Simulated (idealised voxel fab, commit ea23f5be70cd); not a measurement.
Process module in this document: voxel air gaps
We display cut, a cross-section 140 nm in width whose square cells are each 5 nm.
Format of a cross-section: grid, square cells. Given as bands. Order: top down. Band: one or more rows of cells. Each band's line starts with the height of the band's top and of its bottom, in nm. Then come its materials from left to right, each with its width in nm. One material with "all across" fills the band from edge to edge. "air" is empty space. Ref level 0: as-received wafer is one material below here. Bottom band extends down with no lower bound ("0 down"). Read "30->40" as a graded width: first number on top, second number at the bottom, same change between each pair of neighbouring rows. What does "nothing changed" mean for a step? It means no cell of the cross-section changed in that step. Empty spaces counting at least 8 cells and having no open way to the top are listed in "Closed void list". The notation width x height at distance is used for each, the distance being from the left edge and all three values in nm. If you see something after the settings on a step's line, that's the simulator's own remark about that step. overlay nm: mask right of planned place by this much (step with mask). Neg. = left.
THIS SECTION LISTS THE PROCESS STEPS THAT WERE PLANNED
1. RECEIVE [material Si]
2. CONFORMAL_DEP [material SiO2] [thk nm 15]
3. CONFORMAL_DEP [material SiN] [thk nm 5]
4. DIRECTIONAL_DEP [material SiO2] [thk nm 40]
5. DIRECTIONAL_DEP [material aC] [thk nm 10]
6. PATTERN [tone open] [mask id LINES] [material resist] [width nm 15] [pitch nm 40] [thk nm 25] [overlay nm -5]
7. DIRECTIONAL_ETCH [etch materials aC] [depth nm 10]
8. STRIP [etch materials resist]
9. DIRECTIONAL_ETCH [etch materials SiO2] [depth nm 40]
10. STRIP [etch materials aC]
11. CONFORMAL_DEP [material TiN] [thk nm 5]
12. FILL_DEP [material Ru] [thk nm 5]
13. CMP [height nm 60]
14. EPI [material Ru] [thk nm 10]
15. SELECTIVE_ETCH [etch materials SiO2] [depth nm 50]
16. CONFORMAL_DEP [material SiCN] [thk nm 5]
Don't read the plan's overlay nm for step 6 as applying to every wafer: that's the first wafer's value, and the wafers differ in it, though they all start identical.
CROSS-SECTION, FIRST OF SEVERAL WAFERS, AS DELIVERED AFTER STEP 1
* 0 down | Si all across
* Closed void list: none
AT THE END OF THE MODULE, AFTER ITS LAST STEP, STEP 16, THE FIRST OF SEVERAL WAFERS APPEARS IN CROSS-SECTION AS FOLLOWS
* 75 to 70 | SiCN=125  air=15
* 70 to 60 | SiCN=5  Ru=35  SiCN=5  Ru=35  SiCN=5  Ru=35  SiCN=5  air=15
* 60 to 55 | SiCN=15  TiN=5  Ru=5  TiN=5  SiCN=25  TiN=5  Ru=5  TiN=5  SiCN=25  TiN=5  Ru=5  TiN=5  SiCN=15  air=15
* 55 to 25 | air=10  SiCN=5  TiN=5  Ru=5  TiN=5  SiCN=5  air=15  SiCN=5  TiN=5  Ru=5  TiN=5  SiCN=5  air=15  SiCN=5  TiN=5  Ru=5  TiN=5  SiCN=5  air=25
* 25 to 20 | SiCN=15  TiN=15  SiCN=25  TiN=15  SiCN=25  TiN=15  SiCN=30
* 20 to 15 | SiN all across
* 15 to 0 | SiO2 all across
* 0 down | Si all across
* Closed void list: 10 x 30 at 0; 15 x 30 at 35; 15 x 30 at 75
OF THE SEVERAL WAFERS, THE LAST: CROSS-SECTION AT THE END OF THE MODULE
* 75 to 70 | air=15  SiCN=125
* 70 to 60 | air=15  SiCN=5  Ru=35  SiCN=5  Ru=35  SiCN=5  Ru=35  SiCN=5
* 60 to 55 | air=15  SiCN=15  TiN=5  Ru=5  TiN=5  SiCN=25  TiN=5  Ru=5  TiN=5  SiCN=25  TiN=5  Ru=5  TiN=5  SiCN=15
* 55 to 25 | air=25  SiCN=5  TiN=5  Ru=5  TiN=5  SiCN=5  air=15  SiCN=5  TiN=5  Ru=5  TiN=5  SiCN=5  air=15  SiCN=5  TiN=5  Ru=5  TiN=5  SiCN=5  air=10
* 25 to 20 | SiCN=30  TiN=15  SiCN=25  TiN=15  SiCN=25  TiN=15  SiCN=15
* 20 to 15 | SiN all across
* 15 to 0 | SiO2 all across
* 0 down | Si all across
* Closed void list: 15 x 30 at 50; 15 x 30 at 90; 10 x 30 at 130
ROW PER WAFER, END-OF-MODULE: CELL GAIN (+)/LOSS (-) BY MATERIAL SINCE THE WAFER CAME IN, THEN CLOSED VOIDS
overlay nm -5; +63 Ru; +104 SiCN; +28 SiN; +84 SiO2; +51 TiN; Closed void list: 10 x 30 at 0; 15 x 30 at 35; 15 x 30 at 75
overlay nm 0; +63 Ru; +104 SiCN; +28 SiN; +84 SiO2; +51 TiN; Closed void list: 15 x 30 at 40; 15 x 30 at 80
overlay nm 5; +63 Ru; +104 SiCN; +28 SiN; +84 SiO2; +51 TiN; Closed void list: 15 x 30 at 45; 15 x 30 at 85
overlay nm 10; +63 Ru; +104 SiCN; +28 SiN; +84 SiO2; +51 TiN; Closed void list: 15 x 30 at 50; 15 x 30 at 90; 10 x 30 at 130
